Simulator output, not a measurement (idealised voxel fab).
Process module in this document: voxel trench capacitor
Pictured: cross-section cut, 175 nm wide, on a grid of 5 nm square cells.
This document writes a cross-section as a grid whose cells are square, and gives it as bands, listed from the top down; one or more rows of cells form a band.
Heights first: top, then bottom, in nm. Then materials, left to right, each with a width in nm. "everywhere" on a single material: fills the band edge to edge. "air": empty space.
Measure heights from 0. That's the level where, below it, the as-received wafer is all one material. The lowest band is bottomless and extends downward; write it as in "top 0, no bottom".
Width "30..40": first value at the band's top row of cells, second value at its bottom row, equal change from row to row.
The cross-section has no changed cell in any step marked "stayed the same".
"Fully sealed cavities" enumerates empty spaces isolated from the top, with no open way to it, that contain at least 8 cells, giving each as width x height at distance from the left edge, all three in nm.
It should be noted that, on the line of a given step, the content following the step's settings is a remark produced by the simulator itself with respect to that step.
Each step line may optionally specify "overlay nm", which for a step with a mask gives the rightward distance between the mask's planned place and where it lay, a negative value indicating the leftward direction.
## Planned step list for the process
| 1 | RECEIVE, material Si |
| 2 | CONFORMAL_DEP, material SiN, thk nm 10 |
| 3 | DIRECTIONAL_DEP, material aC, thk nm 15 |
| 4 | PATTERN, tone open, mask id TRENCH, material resist, width nm 25, pitch nm 55, thk nm 35, overlay nm 0 |
| 5 | DIRECTIONAL_ETCH, etch materials aC, depth nm 15 |
| 6 | STRIP, etch materials resist |
| 7 | DIRECTIONAL_ETCH, etch materials SiN, depth nm 10 |
| 8 | DIRECTIONAL_ETCH, etch materials Si, depth nm 25 |
| 9 | STRIP, etch materials aC |
| 10 | CONFORMAL_DEP, material Al2O3, thk nm 5 |
| 11 | CONFORMAL_DEP, material TiN, thk nm 5 |
| 12 | FILL_DEP, material W, thk nm 10 |
| 13 | CMP, height nm 10 |
## As-received state of the wafer in cross-section, equivalent to post-step 1
* top 0, no bottom: Si everywhere
* Fully sealed cavities: none
## Sectioned view, first of two wafers, at the close of the module, processed as intended in the plan
* top 10, bottom 0: 45 nm SiN  5 nm Al2O3  5 nm TiN  5 nm W  5 nm TiN  5 nm Al2O3  30 nm SiN  5 nm Al2O3  5 nm TiN  5 nm W  5 nm TiN  5 nm Al2O3  50 nm SiN
* top 0, bottom -15: 45 nm Si  5 nm Al2O3  5 nm TiN  5 nm W  5 nm TiN  5 nm Al2O3  30 nm Si  5 nm Al2O3  5 nm TiN  5 nm W  5 nm TiN  5 nm Al2O3  50 nm Si
* top -15, bottom -20: 45 nm Si  5 nm Al2O3  15 nm TiN  5 nm Al2O3  30 nm Si  5 nm Al2O3  15 nm TiN  5 nm Al2O3  50 nm Si
* top -20, bottom -25: 45 nm Si  25 nm Al2O3  30 nm Si  25 nm Al2O3  50 nm Si
* top -25, no bottom: Si everywhere
* Fully sealed cavities: none
## Cross-section, wafer two of two, end of module: same start and plan as wafer one, one error in execution
* top 10, bottom 0: 45 nm SiN  5 nm TiN  5 nm Al2O3  5 nm W  5 nm Al2O3  5 nm TiN  30 nm SiN  5 nm TiN  5 nm Al2O3  5 nm W  5 nm Al2O3  5 nm TiN  50 nm SiN
* top 0, bottom -15: 45 nm Si  5 nm TiN  5 nm Al2O3  5 nm W  5 nm Al2O3  5 nm TiN  30 nm Si  5 nm TiN  5 nm Al2O3  5 nm W  5 nm Al2O3  5 nm TiN  50 nm Si
* top -15, bottom -20: 45 nm Si  5 nm TiN  15 nm Al2O3  5 nm TiN  30 nm Si  5 nm TiN  15 nm Al2O3  5 nm TiN  50 nm Si
* top -20, bottom -25: 45 nm Si  25 nm TiN  30 nm Si  25 nm TiN  50 nm Si
* top -25, no bottom: Si everywhere
* Fully sealed cavities: none
Heads up, the wafer didn't run the way we planned it: note: step 10 <-> step 11, run order reversed vs plan
Final difference in cells, second wafer against first, listed per material as more or fewer: -8 Al2O3 | +8 TiN
